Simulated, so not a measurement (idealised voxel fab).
Process module under the name voxel gate over fins
Square cell edge 5 nm, section width 155 nm, ID cut.
A cross-section is a grid of square cells, given in bands from the top down. A band is one or more rows of cells.
It is stipulated that each band's entry specify, in nanometres, the height of the top of the band and then that of its bottom, followed by the materials of the band in left-to-right sequence, each together with its width in nanometres. A single material marked by the word "all across" is understood to fill the band from edge to edge; the word "air" is understood to denote empty space.
Measure heights from 0. That's the level where, below it, the as-received wafer is all one material. The lowest band is bottomless and extends downward; write it as in "z 0 and below".
Top row gets the first number, bottom row gets the second, and each row in between changes by the same step: that is how a band width like "30->40" works.
"no alterations made" (step): cross-section cells unchanged, all of them.
Entry "Enclosed void catalog". Content: empty spaces with no open connection to the top, size 8 cells or greater. Each: width x height at distance. Distance: from left edge. Unit: nm.
Note: text after step settings on the step line = simulator remark on that step.
"overlay nm" on a masked step: distance the mask lay right of its planned place, negative for left.

-- The following list gives the planned process steps
1: RECEIVE | material Si
2: CONFORMAL_DEP | material SiN | thk nm 10
3: DIRECTIONAL_DEP | material aC | thk nm 15
4: PATTERN | tone cover | mask id FINS | material resist | width nm 15 | pitch nm 50 | thk nm 35 | overlay nm 0
5: DIRECTIONAL_ETCH | etch materials aC | depth nm 15
6: STRIP | etch materials resist
7: DIRECTIONAL_ETCH | etch materials SiN | depth nm 10
8: DIRECTIONAL_ETCH | etch materials Si | depth nm 35
9: STRIP | etch materials aC
10: FILL_DEP | material SiO2 | thk nm 5
11: CMP | height nm 10
12: DIRECTIONAL_DEP | material aC | thk nm 10
13: PATTERN | tone open | mask id RAIL | material resist | width nm 15 | thk nm 30 | overlay nm 0
14: DIRECTIONAL_ETCH | etch materials aC | depth nm 10
15: STRIP | etch materials resist
16: DIRECTIONAL_ETCH | etch materials SiO2 | depth nm 40
17: STRIP | etch materials aC
18: CONFORMAL_DEP | material TiN | thk nm 5
19: FILL_DEP | material W | thk nm 5
20: CMP | height nm 10
21: SELECTIVE_ETCH | etch materials W Ru TiN | depth nm 25
22: FILL_DEP | material SiO2 | thk nm 5
23: CMP | height nm 10
24: SELECTIVE_ETCH | etch materials SiO2 | depth nm 20
25: STRIP | etch materials SiN
26: CONFORMAL_DEP | material HfO2 | thk nm 5
27: CONFORMAL_DEP | material TiN | thk nm 5
28: FILL_DEP | material W | thk nm 15
29: CMP | height nm 20
30: CONFORMAL_DEP | material SiN | thk nm 10

-- Shown in cross-section is the wafer as received, that is, as it stands after step 1
- z 0 and below | Si all across
- Enclosed void catalog: none

-- Wafer cross-section at module end: first of two, run to plan
- z 30 to 20 | SiN all across
- z 20 to 10 | W all across
- z 10 to 5 | W 10 nm | TiN 35 nm | W 15 nm | TiN 35 nm | W 15 nm | TiN 35 nm | W 10 nm
- z 5 to 0 | W 10 nm | TiN 5 nm | HfO2 25 nm | TiN 5 nm | W 15 nm | TiN 5 nm | HfO2 25 nm | TiN 5 nm | W 15 nm | TiN 5 nm | HfO2 25 nm | TiN 5 nm | W 10 nm
- z 0 to -5 | TiN 15 nm | HfO2 5 nm | Si 15 nm | HfO2 5 nm | TiN 25 nm | HfO2 5 nm | Si 15 nm | HfO2 5 nm | TiN 25 nm | HfO2 5 nm | Si 15 nm | HfO2 5 nm | TiN 15 nm
- z -5 to -10 | HfO2 20 nm | Si 15 nm | HfO2 35 nm | Si 15 nm | HfO2 35 nm | Si 15 nm | HfO2 20 nm
- z -10 to -15 | SiO2 20 nm | Si 15 nm | SiO2 35 nm | Si 15 nm | SiO2 35 nm | Si 15 nm | SiO2 20 nm
- z -15 to -25 | SiO2 20 nm | Si 15 nm | SiO2 10 nm | TiN 5 nm | W 5 nm | TiN 5 nm | SiO2 10 nm | Si 15 nm | SiO2 35 nm | Si 15 nm | SiO2 20 nm
- z -25 to -30 | SiO2 20 nm | Si 15 nm | SiO2 10 nm | TiN 15 nm | SiO2 10 nm | Si 15 nm | SiO2 35 nm | Si 15 nm | SiO2 20 nm
- z -30 to -35 | SiO2 20 nm | Si 15 nm | SiO2 35 nm | Si 15 nm | SiO2 35 nm | Si 15 nm | SiO2 20 nm
- z -35 and below | Si all across
- Enclosed void catalog: none

-- Cross-sectional view: second of two wafers, end of module; start and plan identical to the first, one mistake in running
- z 30 to 20 | SiN all across
- z 20 to 10 | W all across
- z 10 to 5 | W 10 nm | TiN 40 nm | W 10 nm | TiN 40 nm | W 10 nm | TiN 40 nm | W 5 nm
- z 5 to 0 | W 10 nm | TiN 5 nm | HfO2 30 nm | TiN 5 nm | W 10 nm | TiN 5 nm | HfO2 30 nm | TiN 5 nm | W 10 nm | TiN 5 nm | HfO2 30 nm | TiN 5 nm | W 5 nm
- z 0 to -5 | TiN 15 nm | HfO2 5 nm | Si 20 nm | HfO2 5 nm | TiN 20 nm | HfO2 5 nm | Si 20 nm | HfO2 5 nm | TiN 20 nm | HfO2 5 nm | Si 20 nm | HfO2 5 nm | TiN 10 nm
- z -5 to -10 | HfO2 20 nm | Si 20 nm | HfO2 30 nm | Si 20 nm | HfO2 30 nm | Si 20 nm | HfO2 15 nm
- z -10 to -15 | SiO2 20 nm | Si 20 nm | SiO2 30 nm | Si 20 nm | SiO2 30 nm | Si 20 nm | SiO2 15 nm
- z -15 to -25 | SiO2 20 nm | Si 20 nm | SiO2 5 nm | TiN 5 nm | W 5 nm | TiN 5 nm | SiO2 10 nm | Si 20 nm | SiO2 30 nm | Si 20 nm | SiO2 15 nm
- z -25 to -30 | SiO2 20 nm | Si 20 nm | SiO2 5 nm | TiN 15 nm | SiO2 10 nm | Si 20 nm | SiO2 30 nm | Si 20 nm | SiO2 15 nm
- z -30 to -35 | SiO2 20 nm | Si 20 nm | SiO2 30 nm | Si 20 nm | SiO2 30 nm | Si 20 nm | SiO2 15 nm
- z -35 and below | Si all across
- Enclosed void catalog: none
Short version of what went wrong: for step 4, the planned setting was not used; the step was instead run as PATTERN | tone cover | mask id FINS | material resist | width nm 20 | pitch nm 50 | thk nm 35 | overlay nm 0
Bottom line after processing is that, in cells, the second wafer is up or down on some materials versus the first: 21 more of Si | 15 fewer of SiO2 | 6 fewer of W
